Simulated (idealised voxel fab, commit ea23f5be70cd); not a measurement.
process module | voxel local oxidation
cross-section cut | 155 nm wide | cells 5 nm
A cross-section is a grid of square cells, given in bands from the top down. A band is one or more rows of cells.
Each band's line starts with the height of the band's top and of its bottom, in nm. Then come its materials from left to right, each with its width in nm. One material with "throughout" fills the band from edge to edge. "air" is empty space.
Height 0 is the level under which the wafer as received is all one material. The lowest band goes on downwards, as in "0 down".
A width such as "30 to 40" changes by the same amount from each row of cells to the next, from the band's top row to its bottom row.
"no change" after a step means that no cell of the cross-section changed.
closed voids: empty space of 8 cells or more with no open way to the top, each as width x height at its distance from the left edge, in nm
after a step's settings: what the simulator itself notes on the step
overlay nm, on a step with a mask: how far to the right of its planned place the mask lay; to the left if negative
plan
1 op RECEIVE | material Si
2 op CONFORMAL_DEP | material SiO2 | thk nm 5
3 op CONFORMAL_DEP | material SiN | thk nm 10
4 op DIRECTIONAL_DEP | material aC | thk nm 15
5 op PATTERN | tone cover | mask id ACTIVE | material resist | width nm 125 | thk nm 30 | overlay nm 0
6 op DIRECTIONAL_ETCH | etch materials aC | depth nm 15
7 op STRIP | etch materials resist
8 op DIRECTIONAL_ETCH | etch materials SiN | depth nm 10
9 op STRIP | etch materials aC
10 op SELECTIVE_ETCH | etch materials SiO2 | depth nm 5
11 op OXIDIZE | depth nm 10
12 op STRIP | etch materials SiN
as received, after step 1
  0 down: Si throughout
  closed voids: none
first wafer at the end, as planned
  5 to 0: air 20 | SiO2 115 | air 20
  0 to -10: SiO2 30 | Si 95 | SiO2 30
  -10 down: Si throughout
  closed voids: none
second wafer at the end: like start, like plan, one mistake
  5 to 0: air 25 | SiO2 110 | air 20
  0 to -10: SiO2 35 | Si 90 | SiO2 30
  -10 down: Si throughout
  closed voids: none
what went wrong: step 5 ran as: op PATTERN | tone cover | mask id ACTIVE | material resist | width nm 120 | thk nm 30 | overlay nm 0
at the end the second wafer has, in cells: 2 fewer of Si | 1 more of SiO2
